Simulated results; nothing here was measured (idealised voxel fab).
The process module that follows is named voxel released beams.
Section cut is 290 nm wide and gridded with 5 nm square cells.
Each cross-section below is a grid of square cells, stated as bands in top-down order, with one or more rows of cells making up each band. Basically the band line says how high the top is and how high the bottom is, in nm, and then what's in it from left to right, every material with its width in nm. Empty space shows up as "blank", and if a single material carries "all across" it runs the full band edge to edge. Note: height 0 marks the level under which the wafer is uniformly one material as received. Lowest band unbounded below, written "0 and below". With a width like "30 to 40", each row of cells in the band differs from the next by the same amount, the top row carrying the first number and the bottom row the second. When a step is marked "no alterations made", none of the cells in the cross-section changed during that step. The label "Sealed cavities" introduces a list of the empty spaces, 8 cells or larger, that have no open way up to the top; each entry in it reads width x height at distance, where the distance is taken from the left edge and all three are stated in nm. after a step's settings: what the simulator itself notes on the step. What "overlay nm" on a step's line means: if the step has a mask, that mask lay this far to the right of its planned place, or, when the value is negative, to the left.

THESE ARE THE STEPS WE PLANNED FOR THE PROCESS
1) op RECEIVE | material Si
2) op CONFORMAL_DEP | material SiN | thk nm 5
3) op DIRECTIONAL_DEP | material SiO2 | thk nm 15
4) op DIRECTIONAL_DEP | material aC | thk nm 10
5) op PATTERN | tone open | mask id ANCHOR | material resist | width nm 35 | thk nm 25 | overlay nm 0
6) op DIRECTIONAL_ETCH | etch materials aC | depth nm 10
7) op STRIP | etch materials resist
8) op DIRECTIONAL_ETCH | etch materials SiO2 | depth nm 15
9) op STRIP | etch materials aC
10) op CONFORMAL_DEP | material TiN | thk nm 15
11) op PATTERN | tone cover | mask id BEAM | material resist | width nm 85 | thk nm 20 | overlay nm 0
12) op DIRECTIONAL_ETCH | etch materials TiN | depth nm 15
13) op STRIP | etch materials resist
14) op STRIP | etch materials SiO2
Among the wafers covered here, the point of difference is the width nm at step 11; their starting state is shared, and the plan presents the value of the first wafer.

AFTER STEP 1, AS RECEIVED: FIRST OF SEVERAL WAFERS, CROSS-SECTION
> 0 and below | Si all across
> Sealed cavities: none

EACH ROW BELOW IS A WAFER AT THE END OF THE MODULE, LISTING FOR EVERY MATERIAL THE NUMBER OF CELLS IT HAS GAINED (+) OR LOST (-) SINCE IT WAS RECEIVED, FOLLOWED BY ITS CLOSED VOIDS
width nm 85, +58 SiN, +69 TiN, Sealed cavities: none
width nm 90, +58 SiN, +72 TiN, Sealed cavities: none
width nm 95, +58 SiN, +75 TiN, Sealed cavities: none
width nm 100, +58 SiN, +78 TiN, Sealed cavities: none
width nm 105, +58 SiN, +81 TiN, Sealed cavities: none
width nm 110, +58 SiN, +84 TiN, Sealed cavities: none
